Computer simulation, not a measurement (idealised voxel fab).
process module | voxel gate over fins
cross-section cut | 215 nm wide | cells 5 nm
A cross-section is a grid of square cells, given in bands from the top down. A band is one or more rows of cells.
Each band's line starts with the height of the band's top and of its bottom, in nm. Then come its materials from left to right, each with its width in nm. One material with "throughout" fills the band from edge to edge. "air" is empty space.
Height 0 is the level under which the wafer as received is all one material. The lowest band goes on downwards, as in "0 down".
A width such as "30 to 40" changes by the same amount from each row of cells to the next, from the band's top row to its bottom row.
"no change" after a step means that no cell of the cross-section changed.
closed voids: empty space of 8 cells or more with no open way to the top, each as width x height at its distance from the left edge, in nm
after a step's settings: what the simulator itself notes on the step
overlay nm, on a step with a mask: how far to the right of its planned place the mask lay; to the left if negative
plan
1 op RECEIVE | material Si
2 op CONFORMAL_DEP | material SiN | thk nm 10
3 op DIRECTIONAL_DEP | material aC | thk nm 10
4 op PATTERN | tone cover | mask id FINS | material resist | width nm 15 | pitch nm 40 | thk nm 30 | overlay nm 0
5 op DIRECTIONAL_ETCH | etch materials aC | depth nm 10
6 op STRIP | etch materials resist
7 op DIRECTIONAL_ETCH | etch materials SiN | depth nm 10
8 op DIRECTIONAL_ETCH | etch materials Si | depth nm 30
9 op STRIP | etch materials aC
10 op OXIDIZE | depth nm 5
11 op FILL_DEP | material SiO2 | thk nm 5
12 op CMP | height nm 10
13 op SELECTIVE_ETCH | etch materials SiO2 | depth nm 20
14 op STRIP | etch materials SiN
15 op CONFORMAL_DEP | material HfO2 | thk nm 5
16 op CONFORMAL_DEP | material TiN | thk nm 5
17 op FILL_DEP | material W | thk nm 10
18 op CMP | height nm 15
19 op CONFORMAL_DEP | material SiCN | thk nm 5
first wafer, as planned
as received, after step 1
  0 down: Si throughout
  closed voids: none
after step 2
  10 to 0: SiN throughout
  below 0: unchanged
after step 3
  20 to 10: aC throughout
  below 10: unchanged
after step 4
  50 to 20: air 60 | resist 15 | air 25 | resist 15 | air 25 | resist 15 | air 60
  below 20: unchanged
after step 5
  40 to 20: air 60 | resist 15 | air 25 | resist 15 | air 25 | resist 15 | air 60
  20 to 10: air 60 | aC 15 | air 25 | aC 15 | air 25 | aC 15 | air 60
  below 10: unchanged
after step 6
  20 to 10: air 60 | aC 15 | air 25 | aC 15 | air 25 | aC 15 | air 60
  below 10: unchanged
after step 7
  20 to 10: air 60 | aC 15 | air 25 | aC 15 | air 25 | aC 15 | air 60
  10 to 0: air 60 | SiN 15 | air 25 | SiN 15 | air 25 | SiN 15 | air 60
  below 0: unchanged
after step 8
  20 to 10: air 60 | aC 15 | air 25 | aC 15 | air 25 | aC 15 | air 60
  10 to 0: air 60 | SiN 15 | air 25 | SiN 15 | air 25 | SiN 15 | air 60
  0 to -30: air 60 | Si 15 | air 25 | Si 15 | air 25 | Si 15 | air 60
  below -30: unchanged
after step 9
  10 to 0: air 60 | SiN 15 | air 25 | SiN 15 | air 25 | SiN 15 | air 60
  below 0: unchanged
after step 10
  10 to 0: air 60 | SiN 15 | air 25 | SiN 15 | air 25 | SiN 15 | air 60
  0 to -30: air 60 | SiO2 5 | Si 5 | SiO2 5 | air 25 | SiO2 5 | Si 5 | SiO2 5 | air 25 | SiO2 5 | Si 5 | SiO2 5 | air 60
  -30 to -35: SiO2 65 | Si 5 | SiO2 35 | Si 5 | SiO2 35 | Si 5 | SiO2 65
  below -35: unchanged
after step 11
  15 to 10: SiO2 throughout
  10 to 0: SiO2 60 | SiN 15 | SiO2 25 | SiN 15 | SiO2 25 | SiN 15 | SiO2 60
  0 to -35: SiO2 65 | Si 5 | SiO2 35 | Si 5 | SiO2 35 | Si 5 | SiO2 65
  below -35: unchanged
after step 12
  10 to 0: SiO2 60 | SiN 15 | SiO2 25 | SiN 15 | SiO2 25 | SiN 15 | SiO2 60
  below 0: unchanged
after step 13
  10 to 0: air 60 | SiN 15 | air 25 | SiN 15 | air 25 | SiN 15 | air 60
  0 to -10: air 65 | Si 5 | air 35 | Si 5 | air 35 | Si 5 | air 65
  below -10: unchanged
after step 14
  0 to -10: air 65 | Si 5 | air 35 | Si 5 | air 35 | Si 5 | air 65
  below -10: unchanged
after step 15
  5 to 0: air 60 | HfO2 15 | air 25 | HfO2 15 | air 25 | HfO2 15 | air 60
  0 to -5: air 60 | HfO2 5 | Si 5 | HfO2 5 | air 25 | HfO2 5 | Si 5 | HfO2 5 | air 25 | HfO2 5 | Si 5 | HfO2 5 | air 60
  -5 to -10: HfO2 65 | Si 5 | HfO2 35 | Si 5 | HfO2 35 | Si 5 | HfO2 65
  below -10: unchanged
after step 16
  10 to 5: air 55 | TiN 25 | air 15 | TiN 25 | air 15 | TiN 25 | air 55
  5 to 0: air 55 | TiN 5 | HfO2 15 | TiN 5 | air 15 | TiN 5 | HfO2 15 | TiN 5 | air 15 | TiN 5 | HfO2 15 | TiN 5 | air 55
  0 to -5: TiN 60 | HfO2 5 | Si 5 | HfO2 5 | TiN 25 | HfO2 5 | Si 5 | HfO2 5 | TiN 25 | HfO2 5 | Si 5 | HfO2 5 | TiN 60
  below -5: unchanged
after step 17
  20 to 10: W throughout
  10 to 5: W 55 | TiN 25 | W 15 | TiN 25 | W 15 | TiN 25 | W 55
  5 to 0: W 55 | TiN 5 | HfO2 15 | TiN 5 | W 15 | TiN 5 | HfO2 15 | TiN 5 | W 15 | TiN 5 | HfO2 15 | TiN 5 | W 55
  below 0: unchanged
after step 18
  15 to 10: W throughout
  below 10: unchanged
after step 19
  20 to 15: SiCN throughout
  below 15: unchanged
second wafer: like start, like plan, one mistake. Through step 7 it matches the first wafer
when step 8 should have ended
  20 to 10: air 60 | aC 15 | air 25 | aC 15 | air 25 | aC 15 | air 60
  10 to 0: air 60 | SiN 15 | air 25 | SiN 15 | air 25 | SiN 15 | air 60
  0 to -60: air 60 | Si 15 | air 25 | Si 15 | air 25 | Si 15 | air 60
  below -60: unchanged
when step 9 should have ended
  10 to 0: air 60 | SiN 15 | air 25 | SiN 15 | air 25 | SiN 15 | air 60
  below 0: unchanged
when step 10 should have ended
  10 to 0: air 60 | SiN 15 | air 25 | SiN 15 | air 25 | SiN 15 | air 60
  0 to -60: air 60 | SiO2 5 | Si 5 | SiO2 5 | air 25 | SiO2 5 | Si 5 | SiO2 5 | air 25 | SiO2 5 | Si 5 | SiO2 5 | air 60
  -60 to -65: SiO2 65 | Si 5 | SiO2 35 | Si 5 | SiO2 35 | Si 5 | SiO2 65
  below -65: unchanged
when step 11 should have ended
  15 to 10: SiO2 throughout
  10 to 0: SiO2 60 | SiN 15 | SiO2 25 | SiN 15 | SiO2 25 | SiN 15 | SiO2 60
  0 to -65: SiO2 65 | Si 5 | SiO2 35 | Si 5 | SiO2 35 | Si 5 | SiO2 65
  below -65: unchanged
when step 12 should have ended
  10 to 0: SiO2 60 | SiN 15 | SiO2 25 | SiN 15 | SiO2 25 | SiN 15 | SiO2 60
  below 0: unchanged
when step 13 should have ended
  10 to 0: air 60 | SiN 15 | air 25 | SiN 15 | air 25 | SiN 15 | air 60
  0 to -10: air 65 | Si 5 | air 35 | Si 5 | air 35 | Si 5 | air 65
  below -10: unchanged
when step 14 should have ended
  0 to -10: air 65 | Si 5 | air 35 | Si 5 | air 35 | Si 5 | air 65
  below -10: unchanged
when step 15 should have ended
  5 to 0: air 60 | HfO2 15 | air 25 | HfO2 15 | air 25 | HfO2 15 | air 60
  0 to -5: air 60 | HfO2 5 | Si 5 | HfO2 5 | air 25 | HfO2 5 | Si 5 | HfO2 5 | air 25 | HfO2 5 | Si 5 | HfO2 5 | air 60
  -5 to -10: HfO2 65 | Si 5 | HfO2 35 | Si 5 | HfO2 35 | Si 5 | HfO2 65
  below -10: unchanged
when step 16 should have ended
  10 to 5: air 55 | TiN 25 | air 15 | TiN 25 | air 15 | TiN 25 | air 55
  5 to 0: air 55 | TiN 5 | HfO2 15 | TiN 5 | air 15 | TiN 5 | HfO2 15 | TiN 5 | air 15 | TiN 5 | HfO2 15 | TiN 5 | air 55
  0 to -5: TiN 60 | HfO2 5 | Si 5 | HfO2 5 | TiN 25 | HfO2 5 | Si 5 | HfO2 5 | TiN 25 | HfO2 5 | Si 5 | HfO2 5 | TiN 60
  below -5: unchanged
when step 17 should have ended
  20 to 10: W throughout
  10 to 5: W 55 | TiN 25 | W 15 | TiN 25 | W 15 | TiN 25 | W 55
  5 to 0: W 55 | TiN 5 | HfO2 15 | TiN 5 | W 15 | TiN 5 | HfO2 15 | TiN 5 | W 15 | TiN 5 | HfO2 15 | TiN 5 | W 55
  below 0: unchanged
when step 18 should have ended
  15 to 10: W throughout
  below 10: unchanged
when step 19 should have ended
  20 to 15: SiCN throughout
  below 15: unchanged
what went wrong: step 8 was run twice
at the end the second wafer has, in cells: 240 fewer of Si | 240 more of SiO2
